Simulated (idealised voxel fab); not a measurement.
Name of the process module below: voxel wiring stack
cross-section cut | 205 nm wide | cells 5 nm
Cross-section format: a grid of square cells, given as bands from top to bottom; each band is one or more rows of cells. This entry defines a band. It first specifies the height of the band's top and the height of its bottom in nm, and then specifies the band's materials from left to right, stating each material with its width in nm. The word "edge to edge" identifies a single material that fills the band from edge to edge, while the word "air" identifies empty space. Below 0: as-received wafer, all one material; heights counted from there. Lowest band: no bottom, goes on down, written "0..down". With a width like "30->40", each row of cells in the band differs from the next by the same amount, the top row carrying the first number and the bottom row the second. "no alterations made" -> step changed no cross-section cell. The entry "Cavities, sealed" lists the empty spaces that cover at least 8 cells and have no open path to the top. Each is written as width x height at distance, where the distance is measured from the left edge and all three values are in nm. On each step's line, the part that comes after the settings is the simulator's own comment on the step. overlay nm, on a step with a mask: how far to the right of its planned place the mask lay; to the left if negative.

# Process steps foreseen in the plan
1 RECEIVE,material Si
2 CONFORMAL_DEP,material SiO2,thk nm 10
3 DIRECTIONAL_DEP,material TiN,thk nm 5
4 DIRECTIONAL_DEP,material Ru,thk nm 15
5 MASKED_ETCH,tone cover,mask id METAL_1,width nm 25,pitch nm 45,etch materials Ru,depth nm 15,overlay nm 0
6 MASKED_ETCH,tone cover,mask id METAL_1,width nm 25,pitch nm 45,etch materials TiN,depth nm 5,overlay nm 0
7 FILL_DEP,material lowk,thk nm 5
8 CMP,height nm 30
9 CONFORMAL_DEP,material SiCN,thk nm 5
10 DIRECTIONAL_DEP,material lowk,thk nm 35
11 DIRECTIONAL_DEP,material aC,thk nm 15
12 PATTERN,tone open,mask id METAL_2_HOLES,material resist,width nm 15,pitch nm 45,thk nm 30,overlay nm 0
13 DIRECTIONAL_ETCH,etch materials aC,depth nm 15
14 STRIP,etch materials resist
15 DIRECTIONAL_ETCH,etch materials lowk,depth nm 35
16 STRIP,etch materials aC
17 PATTERN,tone open,mask id METAL_2,material resist,width nm 25,pitch nm 45,thk nm 20,overlay nm 0
18 DIRECTIONAL_ETCH,etch materials lowk,depth nm 20
19 DIRECTIONAL_ETCH,etch materials SiCN,depth nm 5
20 STRIP,etch materials resist
21 CONFORMAL_DEP,material TiN,thk nm 5
22 FILL_DEP,material Cu,thk nm 5
23 CMP,height nm 70
24 CONFORMAL_DEP,material SiCN,thk nm 5
25 DIRECTIONAL_DEP,material lowk,thk nm 20
26 PATTERN,tone open,mask id PLUG_2,material resist,width nm 15,pitch nm 90,thk nm 15,overlay nm 0
27 DIRECTIONAL_ETCH,etch materials lowk,depth nm 20
28 DIRECTIONAL_ETCH,etch materials SiCN,depth nm 5
29 STRIP,etch materials resist
30 CONFORMAL_DEP,material TiN,thk nm 5
31 FILL_DEP,material W,thk nm 10
32 CMP,height nm 95
33 DIRECTIONAL_DEP,material TiN,thk nm 5
34 DIRECTIONAL_DEP,material W,thk nm 15
35 MASKED_ETCH,tone cover,mask id METAL_3,width nm 25,pitch nm 45,etch materials W,depth nm 15,overlay nm 0
36 MASKED_ETCH,tone cover,mask id METAL_3,width nm 25,pitch nm 45,etch materials TiN,depth nm 5,overlay nm 0
37 CONFORMAL_DEP,material SiN,thk nm 5
38 FILL_DEP,material SiO2,thk nm 5
39 CMP,height nm 115
40 CONFORMAL_DEP,material SiCN,thk nm 5

# What follows covers the first of two wafers; it ran as planned

# Cross-section, incoming material, after step 1
	0..down | Si edge to edge
	Cavities, sealed: none

# Wafer section view after processing step 2
	10..0 | SiO2 edge to edge
	For the remainder of the cross-section, below 0, there is no change.

# Wafer section view after processing step 3
	15..10 | TiN edge to edge
	For the remainder of the cross-section, below 10, there is no change.

# Wafer section view after processing step 4
	30..15 | Ru edge to edge
	For the remainder of the cross-section, below 15, there is no change.

# Wafer section view after processing step 5
	30..15 | air: 20 | Ru: 25 | air: 20 | Ru: 25 | air: 20 | Ru: 25 | air: 20 | Ru: 25 | air: 25
	For the remainder of the cross-section, below 15, there is no change.

# Wafer section view after processing step 6
	30..15 | air: 20 | Ru: 25 | air: 20 | Ru: 25 | air: 20 | Ru: 25 | air: 20 | Ru: 25 | air: 25
	15..10 | air: 20 | TiN: 25 | air: 20 | TiN: 25 | air: 20 | TiN: 25 | air: 20 | TiN: 25 | air: 25
	For the remainder of the cross-section, below 10, there is no change.

# Wafer section view after processing step 7
	35..30 | lowk edge to edge
	30..15 | lowk: 20 | Ru: 25 | lowk: 20 | Ru: 25 | lowk: 20 | Ru: 25 | lowk: 20 | Ru: 25 | lowk: 25
	15..10 | lowk: 20 | TiN: 25 | lowk: 20 | TiN: 25 | lowk: 20 | TiN: 25 | lowk: 20 | TiN: 25 | lowk: 25
	For the remainder of the cross-section, below 10, there is no change.

# Wafer section view after processing step 8
	30..15 | lowk: 20 | Ru: 25 | lowk: 20 | Ru: 25 | lowk: 20 | Ru: 25 | lowk: 20 | Ru: 25 | lowk: 25
	For the remainder of the cross-section, below 15, there is no change.

# Wafer section view after processing step 9
	35..30 | SiCN edge to edge
	For the remainder of the cross-section, below 30, there is no change.

# Wafer section view after processing step 10
	70..35 | lowk edge to edge
	For the remainder of the cross-section, below 35, there is no change.

# Wafer section view after processing step 11
	85..70 | aC edge to edge
	For the remainder of the cross-section, below 70, there is no change.

# Wafer section view after processing step 12
	115..85 | resist: 20 | air: 15 | resist: 30 | air: 15 | resist: 30 | air: 15 | resist: 30 | air: 15 | resist: 35
	For the remainder of the cross-section, below 85, there is no change.

# Wafer section view after processing step 13
	100..85 | resist: 20 | air: 15 | resist: 30 | air: 15 | resist: 30 | air: 15 | resist: 30 | air: 15 | resist: 35
	85..70 | aC: 20 | air: 15 | aC: 30 | air: 15 | aC: 30 | air: 15 | aC: 30 | air: 15 | aC: 35
	For the remainder of the cross-section, below 70, there is no change.

# Wafer section view after processing step 14
	85..70 | aC: 20 | air: 15 | aC: 30 | air: 15 | aC: 30 | air: 15 | aC: 30 | air: 15 | aC: 35
	For the remainder of the cross-section, below 70, there is no change.

# Wafer section view after processing step 15
	85..70 | aC: 20 | air: 15 | aC: 30 | air: 15 | aC: 30 | air: 15 | aC: 30 | air: 15 | aC: 35
	70..35 | lowk: 20 | air: 15 | lowk: 30 | air: 15 | lowk: 30 | air: 15 | lowk: 30 | air: 15 | lowk: 35
	For the remainder of the cross-section, below 35, there is no change.

# Wafer section view after processing step 16
	70..35 | lowk: 20 | air: 15 | lowk: 30 | air: 15 | lowk: 30 | air: 15 | lowk: 30 | air: 15 | lowk: 35
	For the remainder of the cross-section, below 35, there is no change.

# Wafer section view after processing step 17
	90..70 | resist: 20 | air: 25 | resist: 20 | air: 25 | resist: 20 | air: 25 | resist: 20 | air: 25 | resist: 25
	For the remainder of the cross-section, below 70, there is no change.

# Wafer section view after processing step 18
	90..70 | resist: 20 | air: 25 | resist: 20 | air: 25 | resist: 20 | air: 25 | resist: 20 | air: 25 | resist: 25
	70..50 | lowk: 20 | air: 25 | lowk: 20 | air: 25 | lowk: 20 | air: 25 | lowk: 20 | air: 25 | lowk: 25
	For the remainder of the cross-section, below 50, there is no change.

# Wafer section view after processing step 19
	90..70 | resist: 20 | air: 25 | resist: 20 | air: 25 | resist: 20 | air: 25 | resist: 20 | air: 25 | resist: 25
	70..50 | lowk: 20 | air: 25 | lowk: 20 | air: 25 | lowk: 20 | air: 25 | lowk: 20 | air: 25 | lowk: 25
	50..35 | lowk: 20 | air: 15 | lowk: 30 | air: 15 | lowk: 30 | air: 15 | lowk: 30 | air: 15 | lowk: 35
	35..30 | SiCN: 20 | air: 15 | SiCN: 30 | air: 15 | SiCN: 30 | air: 15 | SiCN: 30 | air: 15 | SiCN: 35
	For the remainder of the cross-section, below 30, there is no change.

# Wafer section view after processing step 20
	70..50 | lowk: 20 | air: 25 | lowk: 20 | air: 25 | lowk: 20 | air: 25 | lowk: 20 | air: 25 | lowk: 25
	For the remainder of the cross-section, below 50, there is no change.

# Wafer section view after processing step 21
	75..70 | TiN: 25 | air: 15 | TiN: 30 | air: 15 | TiN: 30 | air: 15 | TiN: 30 | air: 15 | TiN: 30
	70..55 | lowk: 20 | TiN: 5 | air: 15 | TiN: 5 | lowk: 20 | TiN: 5 | air: 15 | TiN: 5 | lowk: 20 | TiN: 5 | air: 15 | TiN: 5 | lowk: 20 | TiN: 5 | air: 15 | TiN: 5 | lowk: 25
	55..50 | lowk: 20 | TiN: 5 | air: 5 | TiN: 15 | lowk: 20 | TiN: 5 | air: 5 | TiN: 15 | lowk: 20 | TiN: 5 | air: 5 | TiN: 15 | lowk: 20 | TiN: 5 | air: 5 | TiN: 15 | lowk: 25
	50..35 | lowk: 20 | TiN: 5 | air: 5 | TiN: 5 | lowk: 30 | TiN: 5 | air: 5 | TiN: 5 | lowk: 30 | TiN: 5 | air: 5 | TiN: 5 | lowk: 30 | TiN: 5 | air: 5 | TiN: 5 | lowk: 35
	35..30 | SiCN: 20 | TiN: 15 | SiCN: 30 | TiN: 15 | SiCN: 30 | TiN: 15 | SiCN: 30 | TiN: 15 | SiCN: 35
	For the remainder of the cross-section, below 30, there is no change.

# Wafer section view after processing step 22
	80..75 | Cu edge to edge
	75..70 | TiN: 25 | Cu: 15 | TiN: 30 | Cu: 15 | TiN: 30 | Cu: 15 | TiN: 30 | Cu: 15 | TiN: 30
	70..55 | lowk: 20 | TiN: 5 | Cu: 15 | TiN: 5 | lowk: 20 | TiN: 5 | Cu: 15 | TiN: 5 | lowk: 20 | TiN: 5 | Cu: 15 | TiN: 5 | lowk: 20 | TiN: 5 | Cu: 15 | TiN: 5 | lowk: 25
	55..50 | lowk: 20 | TiN: 5 | Cu: 5 | TiN: 15 | lowk: 20 | TiN: 5 | Cu: 5 | TiN: 15 | lowk: 20 | TiN: 5 | Cu: 5 | TiN: 15 | lowk: 20 | TiN: 5 | Cu: 5 | TiN: 15 | lowk: 25
	50..35 | lowk: 20 | TiN: 5 | Cu: 5 | TiN: 5 | lowk: 30 | TiN: 5 | Cu: 5 | TiN: 5 | lowk: 30 | TiN: 5 | Cu: 5 | TiN: 5 | lowk: 30 | TiN: 5 | Cu: 5 | TiN: 5 | lowk: 35
	For the remainder of the cross-section, below 35, there is no change.

# Wafer section view after processing step 23
	70..55 | lowk: 20 | TiN: 5 | Cu: 15 | TiN: 5 | lowk: 20 | TiN: 5 | Cu: 15 | TiN: 5 | lowk: 20 | TiN: 5 | Cu: 15 | TiN: 5 | lowk: 20 | TiN: 5 | Cu: 15 | TiN: 5 | lowk: 25
	For the remainder of the cross-section, below 55, there is no change.

# Wafer section view after processing step 24
	75..70 | SiCN edge to edge
	For the remainder of the cross-section, below 70, there is no change.

# Wafer section view after processing step 25
	95..75 | lowk edge to edge
	For the remainder of the cross-section, below 75, there is no change.

# Wafer section view after processing step 26
	110..95 | resist: 20 | air: 15 | resist: 75 | air: 15 | resist: 80
	For the remainder of the cross-section, below 95, there is no change.

# Wafer section view after processing step 27
	110..95 | resist: 20 | air: 15 | resist: 75 | air: 15 | resist: 80
	95..75 | lowk: 20 | air: 15 | lowk: 75 | air: 15 | lowk: 80
	For the remainder of the cross-section, below 75, there is no change.

# Wafer section view after processing step 28
	110..95 | resist: 20 | air: 15 | resist: 75 | air: 15 | resist: 80
	95..75 | lowk: 20 | air: 15 | lowk: 75 | air: 15 | lowk: 80
	75..70 | SiCN: 20 | air: 15 | SiCN: 75 | air: 15 | SiCN: 80
	For the remainder of the cross-section, below 70, there is no change.

# Wafer section view after processing step 29
	95..75 | lowk: 20 | air: 15 | lowk: 75 | air: 15 | lowk: 80
	For the remainder of the cross-section, below 75, there is no change.

# Wafer section view after processing step 30
	100..95 | TiN: 25 | air: 5 | TiN: 85 | air: 5 | TiN: 85
	95..75 | lowk: 20 | TiN: 5 | air: 5 | TiN: 5 | lowk: 75 | TiN: 5 | air: 5 | TiN: 5 | lowk: 80
	75..70 | SiCN: 20 | TiN: 15 | SiCN: 75 | TiN: 15 | SiCN: 80
	For the remainder of the cross-section, below 70, there is no change.

# Wafer section view after processing step 31
	110..100 | W edge to edge
	100..95 | TiN: 25 | W: 5 | TiN: 85 | W: 5 | TiN: 85
	95..75 | lowk: 20 | TiN: 5 | W: 5 | TiN: 5 | lowk: 75 | TiN: 5 | W: 5 | TiN: 5 | lowk: 80
	For the remainder of the cross-section, below 75, there is no change.

# Wafer section view after processing step 32
	95..75 | lowk: 20 | TiN: 5 | W: 5 | TiN: 5 | lowk: 75 | TiN: 5 | W: 5 | TiN: 5 | lowk: 80
	For the remainder of the cross-section, below 75, there is no change.

# Wafer section view after processing step 33
	100..95 | TiN edge to edge
	For the remainder of the cross-section, below 95, there is no change.

# Wafer section view after processing step 34
	115..100 | W edge to edge
	For the remainder of the cross-section, below 100, there is no change.

# Wafer section view after processing step 35
	115..100 | air: 20 | W: 25 | air: 20 | W: 25 | air: 20 | W: 25 | air: 20 | W: 25 | air: 25
	For the remainder of the cross-section, below 100, there is no change.

# Wafer section view after processing step 36
	115..100 | air: 20 | W: 25 | air: 20 | W: 25 | air: 20 | W: 25 | air: 20 | W: 25 | air: 25
	100..95 | air: 20 | TiN: 25 | air: 20 | TiN: 25 | air: 20 | TiN: 25 | air: 20 | TiN: 25 | air: 25
	For the remainder of the cross-section, below 95, there is no change.

# Wafer section view after processing step 37
	120..115 | air: 15 | SiN: 35 | air: 10 | SiN: 35 | air: 10 | SiN: 35 | air: 10 | SiN: 35 | air: 20
	115..100 | air: 15 | SiN: 5 | W: 25 | SiN: 5 | air: 10 | SiN: 5 | W: 25 | SiN: 5 | air: 10 | SiN: 5 | W: 25 | SiN: 5 | air: 10 | SiN: 5 | W: 25 | SiN: 5 | air: 20
	100..95 | SiN: 20 | TiN: 25 | SiN: 20 | TiN: 25 | SiN: 20 | TiN: 25 | SiN: 20 | TiN: 25 | SiN: 25
	For the remainder of the cross-section, below 95, there is no change.

# Wafer section view after processing step 38
	125..120 | SiO2 edge to edge
	120..115 | SiO2: 15 | SiN: 35 | SiO2: 10 | SiN: 35 | SiO2: 10 | SiN: 35 | SiO2: 10 | SiN: 35 | SiO2: 20
	115..100 | SiO2: 15 | SiN: 5 | W: 25 | SiN: 5 | SiO2: 10 | SiN: 5 | W: 25 | SiN: 5 | SiO2: 10 | SiN: 5 | W: 25 | SiN: 5 | SiO2: 10 | SiN: 5 | W: 25 | SiN: 5 | SiO2: 20
	For the remainder of the cross-section, below 100, there is no change.

# Wafer section view after processing step 39
	115..100 | SiO2: 15 | SiN: 5 | W: 25 | SiN: 5 | SiO2: 10 | SiN: 5 | W: 25 | SiN: 5 | SiO2: 10 | SiN: 5 | W: 25 | SiN: 5 | SiO2: 10 | SiN: 5 | W: 25 | SiN: 5 | SiO2: 20
	For the remainder of the cross-section, below 100, there is no change.

# Wafer section view after processing step 40
	120..115 | SiCN edge to edge
	For the remainder of the cross-section, below 115, there is no change.

# Second wafer, same starting conditions and recipe as the first, one mistake in executing it, nothing differs from the first up to and including step 16

# Here is the second wafer in cross-section at the point where step 17 of the plan should have been done
	90..70 | air: 20 | resist: 25 | air: 20 | resist: 25 | air: 20 | resist: 25 | air: 20 | resist: 25 | air: 25
	70..35 | lowk: 20 | resist: 15 | lowk: 30 | resist: 15 | lowk: 30 | resist: 15 | lowk: 30 | resist: 15 | lowk: 35
	For the remainder of the cross-section, below 35, there is no change.

# Here is the second wafer in cross-section at the point where step 18 of the plan should have been done
	90..70 | air: 20 | resist: 25 | air: 20 | resist: 25 | air: 20 | resist: 25 | air: 20 | resist: 25 | air: 25
	70..50 | air: 20 | resist: 15 | lowk: 10 | air: 20 | resist: 15 | lowk: 10 | air: 20 | resist: 15 | lowk: 10 | air: 20 | resist: 15 | lowk: 10 | air: 25
	For the remainder of the cross-section, below 50, there is no change.

Here is the second wafer in cross-section at the point where step 19 of the plan should have been done: no alterations made

# Here is the second wafer in cross-section at the point where step 20 of the plan should have been done
	70..50 | air: 35 | lowk: 10 | air: 35 | lowk: 10 | air: 35 | lowk: 10 | air: 35 | lowk: 10 | air: 25
	50..35 | lowk: 20 | air: 15 | lowk: 30 | air: 15 | lowk: 30 | air: 15 | lowk: 30 | air: 15 | lowk: 35
	For the remainder of the cross-section, below 35, there is no change.

# Here is the second wafer in cross-section at the point where step 21 of the plan should have been done
	75..70 | air: 30 | TiN: 20 | air: 25 | TiN: 20 | air: 25 | TiN: 20 | air: 25 | TiN: 20 | air: 20
	70..55 | air: 30 | TiN: 5 | lowk: 10 | TiN: 5 | air: 25 | TiN: 5 | lowk: 10 | TiN: 5 | air: 25 | TiN: 5 | lowk: 10 | TiN: 5 | air: 25 | TiN: 5 | lowk: 10 | TiN: 5 | air: 20
	55..50 | TiN: 25 | air: 5 | TiN: 5 | lowk: 10 | TiN: 25 | air: 5 | TiN: 5 | lowk: 10 | TiN: 25 | air: 5 | TiN: 5 | lowk: 10 | TiN: 25 | air: 5 | TiN: 5 | lowk: 10 | TiN: 25
	50..40 | lowk: 20 | TiN: 5 | air: 5 | TiN: 5 | lowk: 30 | TiN: 5 | air: 5 | TiN: 5 | lowk: 30 | TiN: 5 | air: 5 | TiN: 5 | lowk: 30 | TiN: 5 | air: 5 | TiN: 5 | lowk: 35
	40..35 | lowk: 20 | TiN: 15 | lowk: 30 | TiN: 15 | lowk: 30 | TiN: 15 | lowk: 30 | TiN: 15 | lowk: 35
	For the remainder of the cross-section, below 35, there is no change.

# Here is the second wafer in cross-section at the point where step 22 of the plan should have been done
	80..75 | Cu edge to edge
	75..70 | Cu: 30 | TiN: 20 | Cu: 25 | TiN: 20 | Cu: 25 | TiN: 20 | Cu: 25 | TiN: 20 | Cu: 20
	70..55 | Cu: 30 | TiN: 5 | lowk: 10 | TiN: 5 | Cu: 25 | TiN: 5 | lowk: 10 | TiN: 5 | Cu: 25 | TiN: 5 | lowk: 10 | TiN: 5 | Cu: 25 | TiN: 5 | lowk: 10 | TiN: 5 | Cu: 20
	55..50 | TiN: 25 | Cu: 5 | TiN: 5 | lowk: 10 | TiN: 25 | Cu: 5 | TiN: 5 | lowk: 10 | TiN: 25 | Cu: 5 | TiN: 5 | lowk: 10 | TiN: 25 | Cu: 5 | TiN: 5 | lowk: 10 | TiN: 25
	50..40 | lowk: 20 | TiN: 5 | Cu: 5 | TiN: 5 | lowk: 30 | TiN: 5 | Cu: 5 | TiN: 5 | lowk: 30 | TiN: 5 | Cu: 5 | TiN: 5 | lowk: 30 | TiN: 5 | Cu: 5 | TiN: 5 | lowk: 35
	For the remainder of the cross-section, below 40, there is no change.

# Here is the second wafer in cross-section at the point where step 23 of the plan should have been done
	70..55 | Cu: 30 | TiN: 5 | lowk: 10 | TiN: 5 | Cu: 25 | TiN: 5 | lowk: 10 | TiN: 5 | Cu: 25 | TiN: 5 | lowk: 10 | TiN: 5 | Cu: 25 | TiN: 5 | lowk: 10 | TiN: 5 | Cu: 20
	For the remainder of the cross-section, below 55, there is no change.

# Here is the second wafer in cross-section at the point where step 24 of the plan should have been done
	75..70 | SiCN edge to edge
	For the remainder of the cross-section, below 70, there is no change.

# Here is the second wafer in cross-section at the point where step 25 of the plan should have been done
	95..75 | lowk edge to edge
	For the remainder of the cross-section, below 75, there is no change.

# Here is the second wafer in cross-section at the point where step 26 of the plan should have been done
	110..95 | resist: 20 | air: 15 | resist: 75 | air: 15 | resist: 80
	For the remainder of the cross-section, below 95, there is no change.

# Here is the second wafer in cross-section at the point where step 27 of the plan should have been done
	110..95 | resist: 20 | air: 15 | resist: 75 | air: 15 | resist: 80
	95..75 | lowk: 20 | air: 15 | lowk: 75 | air: 15 | lowk: 80
	For the remainder of the cross-section, below 75, there is no change.

# Here is the second wafer in cross-section at the point where step 28 of the plan should have been done
	110..95 | resist: 20 | air: 15 | resist: 75 | air: 15 | resist: 80
	95..75 | lowk: 20 | air: 15 | lowk: 75 | air: 15 | lowk: 80
	75..70 | SiCN: 20 | air: 15 | SiCN: 75 | air: 15 | SiCN: 80
	For the remainder of the cross-section, below 70, there is no change.

# Here is the second wafer in cross-section at the point where step 29 of the plan should have been done
	95..75 | lowk: 20 | air: 15 | lowk: 75 | air: 15 | lowk: 80
	For the remainder of the cross-section, below 75, there is no change.

# Here is the second wafer in cross-section at the point where step 30 of the plan should have been done
	100..95 | TiN: 25 | air: 5 | TiN: 85 | air: 5 | TiN: 85
	95..75 | lowk: 20 | TiN: 5 | air: 5 | TiN: 5 | lowk: 75 | TiN: 5 | air: 5 | TiN: 5 | lowk: 80
	75..70 | SiCN: 20 | TiN: 15 | SiCN: 75 | TiN: 15 | SiCN: 80
	For the remainder of the cross-section, below 70, there is no change.

# Here is the second wafer in cross-section at the point where step 31 of the plan should have been done
	110..100 | W edge to edge
	100..95 | TiN: 25 | W: 5 | TiN: 85 | W: 5 | TiN: 85
	95..75 | lowk: 20 | TiN: 5 | W: 5 | TiN: 5 | lowk: 75 | TiN: 5 | W: 5 | TiN: 5 | lowk: 80
	For the remainder of the cross-section, below 75, there is no change.

# Here is the second wafer in cross-section at the point where step 32 of the plan should have been done
	95..75 | lowk: 20 | TiN: 5 | W: 5 | TiN: 5 | lowk: 75 | TiN: 5 | W: 5 | TiN: 5 | lowk: 80
	For the remainder of the cross-section, below 75, there is no change.

# Here is the second wafer in cross-section at the point where step 33 of the plan should have been done
	100..95 | TiN edge to edge
	For the remainder of the cross-section, below 95, there is no change.

# Here is the second wafer in cross-section at the point where step 34 of the plan should have been done
	115..100 | W edge to edge
	For the remainder of the cross-section, below 100, there is no change.

# Here is the second wafer in cross-section at the point where step 35 of the plan should have been done
	115..100 | air: 20 | W: 25 | air: 20 | W: 25 | air: 20 | W: 25 | air: 20 | W: 25 | air: 25
	For the remainder of the cross-section, below 100, there is no change.

# Here is the second wafer in cross-section at the point where step 36 of the plan should have been done
	115..100 | air: 20 | W: 25 | air: 20 | W: 25 | air: 20 | W: 25 | air: 20 | W: 25 | air: 25
	100..95 | air: 20 | TiN: 25 | air: 20 | TiN: 25 | air: 20 | TiN: 25 | air: 20 | TiN: 25 | air: 25
	For the remainder of the cross-section, below 95, there is no change.

# Here is the second wafer in cross-section at the point where step 37 of the plan should have been done
	120..115 | air: 15 | SiN: 35 | air: 10 | SiN: 35 | air: 10 | SiN: 35 | air: 10 | SiN: 35 | air: 20
	115..100 | air: 15 | SiN: 5 | W: 25 | SiN: 5 | air: 10 | SiN: 5 | W: 25 | SiN: 5 | air: 10 | SiN: 5 | W: 25 | SiN: 5 | air: 10 | SiN: 5 | W: 25 | SiN: 5 | air: 20
	100..95 | SiN: 20 | TiN: 25 | SiN: 20 | TiN: 25 | SiN: 20 | TiN: 25 | SiN: 20 | TiN: 25 | SiN: 25
	For the remainder of the cross-section, below 95, there is no change.

# Here is the second wafer in cross-section at the point where step 38 of the plan should have been done
	125..120 | SiO2 edge to edge
	120..115 | SiO2: 15 | SiN: 35 | SiO2: 10 | SiN: 35 | SiO2: 10 | SiN: 35 | SiO2: 10 | SiN: 35 | SiO2: 20
	115..100 | SiO2: 15 | SiN: 5 | W: 25 | SiN: 5 | SiO2: 10 | SiN: 5 | W: 25 | SiN: 5 | SiO2: 10 | SiN: 5 | W: 25 | SiN: 5 | SiO2: 10 | SiN: 5 | W: 25 | SiN: 5 | SiO2: 20
	For the remainder of the cross-section, below 100, there is no change.

# Here is the second wafer in cross-section at the point where step 39 of the plan should have been done
	115..100 | SiO2: 15 | SiN: 5 | W: 25 | SiN: 5 | SiO2: 10 | SiN: 5 | W: 25 | SiN: 5 | SiO2: 10 | SiN: 5 | W: 25 | SiN: 5 | SiO2: 10 | SiN: 5 | W: 25 | SiN: 5 | SiO2: 20
	For the remainder of the cross-section, below 100, there is no change.

# Here is the second wafer in cross-section at the point where step 40 of the plan should have been done
	120..115 | SiCN edge to edge
	For the remainder of the cross-section, below 115, there is no change.
Misprocessing identified: step 17 was processed under conditions differing from the plan, specifically as PATTERN,tone cover,mask id METAL_2,material resist,width nm 25,pitch nm 45,thk nm 20,overlay nm 0
Final wafer comparison in cells, second versus first, more or fewer per material: +35 Cu, +12 SiCN, +5 TiN, -52 lowk
